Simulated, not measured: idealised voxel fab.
process module | voxel wiring stack
Each square cell in cross-section cut measures 5 nm, and the section as a whole is 245 nm wide.
For the purposes of this document, a cross-section shall be understood as a grid of square cells, specified as bands listed in top-to-bottom order, each band consisting of one or more rows of cells.
Top, bottom (nm), then materials left to right with widths (nm); lone material tagged "edge to edge" fills the whole band edge to edge; "blank" = empty space.
Where do heights start? At 0: under that level the wafer as delivered is made of one material only. And the lowest band has no floor; it just carries on downward, as in "0..down".
With a width like "30 to 40", each row of cells in the band differs from the next by the same amount, the top row carrying the first number and the bottom row the second.
For the purposes of this document, the phrase "everything unchanged" attached to a step denotes that no cell within the cross-section was modified by that step.
The entry titled "Closed void entries" provides the empty spaces that have no open way to the top, restricted to those of 8 cells or more. Each is presented as width x height at distance, the distance being measured from the left edge, with all three in nm.
It should be noted that, on the line of a given step, the content following the step's settings is a remark produced by the simulator itself with respect to that step.
Steps that use a mask can have "overlay nm" on their line. It says how far the mask sat to the right of where it was meant to be. Negative means to the left.

**Intended process steps**
1: RECEIVE [material Si]
2: CONFORMAL_DEP [material SiO2] [thk nm 15]
3: DIRECTIONAL_DEP [material TiN] [thk nm 5]
4: DIRECTIONAL_DEP [material W] [thk nm 25]
5: MASKED_ETCH [tone cover] [mask id METAL_1] [width nm 25] [pitch nm 50] [etch materials W] [depth nm 25] [overlay nm 0]
6: MASKED_ETCH [tone cover] [mask id METAL_1] [width nm 25] [pitch nm 50] [etch materials TiN] [depth nm 5] [overlay nm 0]
7: CONFORMAL_DEP [material SiN] [thk nm 5]
8: FILL_DEP [material SiO2] [thk nm 5]
9: CMP [height nm 45]
10: CONFORMAL_DEP [material SiCN] [thk nm 5]
11: DIRECTIONAL_DEP [material lowk] [thk nm 15]
12: DIRECTIONAL_DEP [material aC] [thk nm 15]
13: PATTERN [tone open] [mask id PLUG_1] [material resist] [width nm 15] [thk nm 35] [overlay nm 0]
14: DIRECTIONAL_ETCH [etch materials aC] [depth nm 15]
15: STRIP [etch materials resist]
16: DIRECTIONAL_ETCH [etch materials lowk] [depth nm 15]
17: DIRECTIONAL_ETCH [etch materials SiCN] [depth nm 5]
18: STRIP [etch materials aC]
19: EPI [material Ru] [thk nm 10]
20: EPI [material Ru] [thk nm 10]
21: DIRECTIONAL_DEP [material TiN] [thk nm 5]
22: DIRECTIONAL_DEP [material W] [thk nm 20]
23: PATTERN [tone cover] [mask id METAL_2] [material resist] [width nm 25] [pitch nm 50] [thk nm 15] [overlay nm 0]
24: DIRECTIONAL_ETCH [etch materials W] [depth nm 20]
25: DIRECTIONAL_ETCH [etch materials TiN] [depth nm 5]
26: STRIP [etch materials resist]
27: CONFORMAL_DEP [material SiCN] [thk nm 5]
28: FILL_DEP [material SiO2] [thk nm 5]
29: CMP [height nm 90]
30: CONFORMAL_DEP [material SiCN] [thk nm 5]
31: DIRECTIONAL_DEP [material lowk] [thk nm 30]
32: MASKED_ETCH [tone open] [mask id METAL_3] [width nm 25] [pitch nm 50] [etch materials lowk] [depth nm 15] [overlay nm 0]
33: PATTERN [tone open] [mask id METAL_3_HOLES] [material resist] [width nm 15] [thk nm 15] [overlay nm 0]
34: DIRECTIONAL_ETCH [etch materials lowk] [depth nm 15]
35: DIRECTIONAL_ETCH [etch materials SiCN] [depth nm 5]
36: STRIP [etch materials resist]
37: CONFORMAL_DEP [material TiN] [thk nm 5]
38: FILL_DEP [material Cu] [thk nm 10]
39: CMP [height nm 125]
40: CONFORMAL_DEP [material SiCN] [thk nm 5]

**The cross-section here shows the wafer as received, i.e. in its state after step 1**
* 0..down  Si edge to edge
* Closed void entries: none

**Cross-sectional view of the first of the two wafers upon completion of the module, processed in accordance with the plan**
* 130..125  SiCN edge to edge
* 125..115  lowk=85, then TiN=5, then Cu=15, then TiN=5, then lowk=25, then TiN=5, then Cu=15, then TiN=5, then lowk=85
* 115..110  lowk=85, then TiN=5, then Cu=5, then TiN=15, then lowk=25, then TiN=25, then lowk=85
* 110..95  lowk=85, then TiN=5, then Cu=5, then TiN=5, then lowk=145
* 95..90  SiCN=85, then TiN=15, then SiCN=145
* 90..70  SiO2=80, then SiCN=5, then W=25, then SiCN=5, then SiO2=15, then SiCN=5, then W=25, then SiCN=5, then SiO2=80
* 70..65  SiCN=85, then TiN=25, then SiCN=25, then TiN=25, then SiCN=85
* 65..50  lowk=85, then Ru=15, then lowk=145
* 50..45  SiCN=85, then Ru=15, then SiCN=145
* 45..20  SiO2=80, then SiN=5, then W=25, then SiN=5, then SiO2=15, then SiN=5, then W=25, then SiN=5, then SiO2=80
* 20..15  SiN=85, then TiN=25, then SiN=25, then TiN=25, then SiN=85
* 15..0  SiO2 edge to edge
* 0..down  Si edge to edge
* Closed void entries: none

**Second wafer of the two, sectioned at the end of the module. It began like the first and followed the same plan, but one mistake was made while running it**
* 130..125  SiCN edge to edge
* 125..115  lowk=85, then TiN=5, then Cu=15, then TiN=5, then lowk=25, then TiN=5, then Cu=15, then TiN=5, then lowk=85
* 115..110  lowk=85, then TiN=5, then Cu=5, then TiN=15, then lowk=25, then TiN=25, then lowk=85
* 110..95  lowk=85, then TiN=5, then Cu=5, then TiN=5, then lowk=145
* 95..90  SiCN=85, then TiN=15, then SiCN=145
* 90..85  SiO2=80, then SiCN=5, then W=25, then SiCN=5, then SiO2=15, then SiCN=5, then W=25, then SiCN=5, then SiO2=80
* 85..80  SiCN=85, then W=25, then SiCN=25, then W=25, then SiCN=85
* 80..70  Ru edge to edge
* 70..65  TiN=85, then Ru=15, then TiN=145
* 65..60  lowk=85, then Ru=15, then lowk=145
* 60..55  lowk=85, then TiN=15, then lowk=145
* 55..50  lowk=85, then Ru=15, then lowk=145
* 50..45  SiCN=85, then Ru=15, then SiCN=145
* 45..20  SiO2=80, then SiN=5, then W=25, then SiN=5, then SiO2=15, then SiN=5, then W=25, then SiN=5, then SiO2=80
* 20..15  SiN=85, then TiN=25, then SiN=25, then TiN=25, then SiN=85
* 15..0  SiO2 edge to edge
* 0..down  Si edge to edge
* Closed void entries: none
So what did we get wrong on this run? so 20 and 21 got swapped relative to the plan, each ran where the other was supposed to
Wafer comparison, final, in cells, second relative to first, materials more or fewer: +98 Ru | -12 SiCN | -105 SiO2 | +39 TiN | -20 W
